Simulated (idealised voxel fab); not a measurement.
Process module name: voxel capacitor over wiring
230 nm wide, 5 nm square cells: that's cross-section cut.
Notation: cross-section as square-cell grid; stated in bands, top first, going down; one or more cell rows per band. Basically the band line says how high the top is and how high the bottom is, in nm, and then what's in it from left to right, every material with its width in nm. Empty space shows up as "blank", and if a single material carries "everywhere" it runs the full band edge to edge. Note: height 0 marks the level under which the wafer is uniformly one material as received. Lowest band unbounded below, written "0 and below". A width such as "30 to 40" changes by the same amount from each row of cells to the next, from the band's top row to its bottom row. "no alteration" -> step changed no cross-section cell. Empty spaces without an open route to the top, at least 8 cells in extent, make up the entry "Closed void table"; each is given as width x height at distance, where the distance is measured from the left edge, and all are in nm. Where a step's line continues beyond its settings, the continuation is a remark by the simulator itself on that step. "overlay nm" answers the question of how far to the right of plan the mask lay on a step that has a mask, and when it is negative the answer is to the left.
The process steps that were planned are listed below:
1. RECEIVE, material Si
2. CONFORMAL_DEP, material SiO2, thk nm 15
3. CONFORMAL_DEP, material SiCN, thk nm 5
4. DIRECTIONAL_DEP, material lowk, thk nm 25
5. DIRECTIONAL_DEP, material aC, thk nm 15
6. PATTERN, tone open, mask id METAL_1, material resist, width nm 25, pitch nm 95, thk nm 35, overlay nm 0
7. DIRECTIONAL_ETCH, etch materials aC, depth nm 15
8. STRIP, etch materials resist
9. DIRECTIONAL_ETCH, etch materials lowk, depth nm 25
10. DIRECTIONAL_ETCH, etch materials SiCN, depth nm 5
11. STRIP, etch materials aC
12. CONFORMAL_DEP, material TiN, thk nm 5
13. FILL_DEP, material Ru, thk nm 5
14. CMP, height nm 45
15. CONFORMAL_DEP, material SiCN, thk nm 5
16. DIRECTIONAL_DEP, material lowk, thk nm 15
17. DIRECTIONAL_DEP, material aC, thk nm 15
18. PATTERN, tone open, mask id PLUG_1, material resist, width nm 15, thk nm 30, overlay nm 0
19. DIRECTIONAL_ETCH, etch materials aC, depth nm 15
20. STRIP, etch materials resist
21. DIRECTIONAL_ETCH, etch materials lowk, depth nm 15
22. DIRECTIONAL_ETCH, etch materials SiCN, depth nm 5
23. STRIP, etch materials aC
24. CONFORMAL_DEP, material TiN, thk nm 5
25. FILL_DEP, material W, thk nm 5
26. CMP, height nm 65
27. DIRECTIONAL_DEP, material TiN, thk nm 5
28. DIRECTIONAL_DEP, material Al2O3, thk nm 5
29. DIRECTIONAL_DEP, material TiN, thk nm 5
30. DIRECTIONAL_DEP, material aC, thk nm 10
31. PATTERN, tone cover, mask id UPPER_PLATE, material resist, width nm 75, thk nm 30, overlay nm 0
32. DIRECTIONAL_ETCH, etch materials aC, depth nm 10
33. STRIP, etch materials resist
34. DIRECTIONAL_ETCH, etch materials TiN, depth nm 5
35. DIRECTIONAL_ETCH, etch materials Al2O3, depth nm 5
36. STRIP, etch materials aC
37. MASKED_ETCH, tone cover, mask id LOWER_PLATE, width nm 85, etch materials TiN, depth nm 5, overlay nm 0
38. FILL_DEP, material SiO2, thk nm 20
39. CMP, height nm 95
40. PATTERN, tone open, mask id PLUG_2, material resist, width nm 15, thk nm 15, overlay nm 0
41. DIRECTIONAL_ETCH, etch materials SiO2, depth nm 15
42. STRIP, etch materials resist
43. CONFORMAL_DEP, material TiN, thk nm 5
44. FILL_DEP, material Cu, thk nm 5
45. CMP, height nm 95
46. CONFORMAL_DEP, material SiCN, thk nm 5
Incoming wafer, cross-sectional view, post step 1:
    0 and below: Si everywhere
    Closed void table: none
End-of-module cross-section. Starting structure and process plan as above; one mistake made in running it:
    100 down to 95: SiCN everywhere
    95 down to 85: 75 nm SiO2, then 5 nm TiN, then 5 nm Cu, then 5 nm TiN, then 140 nm SiO2
    85 down to 80: 75 nm SiO2, then 15 nm TiN, then 140 nm SiO2
    80 down to 75: 65 nm SiO2, then 75 nm Al2O3, then 90 nm SiO2
    75 down to 70: 60 nm SiO2, then 85 nm TiN, then 85 nm SiO2
    70 down to 65: TiN everywhere
    65 down to 50: 65 nm lowk, then 5 nm TiN, then 5 nm W, then 5 nm TiN, then 150 nm lowk
    50 down to 45: 65 nm SiCN, then 15 nm TiN, then 150 nm SiCN
    45 down to 20: 55 nm lowk, then 5 nm TiN, then 15 nm Ru, then 5 nm TiN, then 70 nm lowk, then 5 nm TiN, then 15 nm Ru, then 5 nm TiN, then 55 nm lowk
    20 down to 15: 55 nm SiCN, then 25 nm TiN, then 70 nm SiCN, then 25 nm TiN, then 55 nm SiCN
    15 down to 0: SiO2 everywhere
    0 and below: Si everywhere
    Closed void table: none
Here's what went sideways: plan vs actual: 28 and 29 interchanged
